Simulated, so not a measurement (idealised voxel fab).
process module | voxel self aligned contacts
cross-section cut | 220 nm wide | cells 5 nm
A cross-section is a grid of square cells, given in bands from the top down. A band is one or more rows of cells.
Each band's line starts with the height of the band's top and of its bottom, in nm. Then come its materials from left to right, each with its width in nm. One material with "throughout" fills the band from edge to edge. "air" is empty space.
Height 0 is the level under which the wafer as received is all one material. The lowest band goes on downwards, as in "0 down".
A width such as "30 to 40" changes by the same amount from each row of cells to the next, from the band's top row to its bottom row.
"no change" after a step means that no cell of the cross-section changed.
closed voids: empty space of 8 cells or more with no open way to the top, each as width x height at its distance from the left edge, in nm
after a step's settings: what the simulator itself notes on the step
overlay nm, on a step with a mask: how far to the right of its planned place the mask lay; to the left if negative
plan
1 op RECEIVE | material Si
2 op OXIDIZE | depth nm 5
3 op DIRECTIONAL_DEP | material polySi | thk nm 30
4 op DIRECTIONAL_DEP | material SiN | thk nm 25
5 op PATTERN | tone cover | mask id GATE | material resist | width nm 30 | pitch nm 70 | thk nm 15 | overlay nm 0
6 op DIRECTIONAL_ETCH | etch materials SiN | depth nm 25
7 op DIRECTIONAL_ETCH | etch materials polySi | depth nm 30
8 op STRIP | etch materials resist
9 op CONFORMAL_DEP | material SiN | thk nm 10
10 op DIRECTIONAL_ETCH | etch materials SiN | depth nm 10
11 op FILL_DEP | material SiO2 | thk nm 15
12 op CMP | height nm 60
13 op PATTERN | tone open | mask id CONTACT | material resist | width nm 50 | pitch nm 70 | thk nm 15 | overlay nm 0
14 op DIRECTIONAL_ETCH | etch materials SiO2 | depth nm 65
15 op STRIP | etch materials resist
16 op CONFORMAL_DEP | material TiN | thk nm 5
17 op FILL_DEP | material W | thk nm 10
18 op CMP | height nm 60
19 op CONFORMAL_DEP | material SiN | thk nm 5
as received, after step 1
  0 down: Si throughout
  closed voids: none
first wafer at the end, as planned
  65 to 60: SiN throughout
  60 to 55: SiO2 50 | TiN 20 | W 10 | TiN 20 | SiO2 20 | TiN 20 | W 10 | TiN 20 | SiO2 50
  55 to 30: SiO2 15 | SiN 50 | TiN 5 | W 10 | TiN 5 | SiN 50 | TiN 5 | W 10 | TiN 5 | SiN 50 | SiO2 15
  30 to 0: SiO2 15 | SiN 10 | polySi 30 | SiN 10 | TiN 5 | W 10 | TiN 5 | SiN 10 | polySi 30 | SiN 10 | TiN 5 | W 10 | TiN 5 | SiN 10 | polySi 30 | SiN 10 | SiO2 15
  0 to -5: SiO2 65 | TiN 20 | SiO2 50 | TiN 20 | SiO2 65
  -5 down: Si throughout
  closed voids: none
second wafer at the end: like start, like plan, one mistake
  65 to 60: SiN throughout
  60 to 55: W 10 | TiN 40 | SiO2 50 | TiN 20 | SiO2 50 | TiN 40 | W 10
  55 to 30: W 10 | TiN 5 | SiN 50 | SiO2 20 | SiN 50 | SiO2 20 | SiN 50 | TiN 5 | W 10
  30 to 0: W 10 | TiN 5 | SiN 10 | polySi 30 | SiN 10 | SiO2 20 | SiN 10 | polySi 30 | SiN 10 | SiO2 20 | SiN 10 | polySi 30 | SiN 10 | TiN 5 | W 10
  0 to -5: TiN 15 | SiO2 190 | TiN 15
  -5 down: Si throughout
  closed voids: none
what went wrong: step 13 ran as: op PATTERN | tone cover | mask id CONTACT | material resist | width nm 50 | pitch nm 70 | thk nm 15 | overlay nm 0
at the end the second wafer has, in cells: 20 more of SiO2 | 20 fewer of TiN
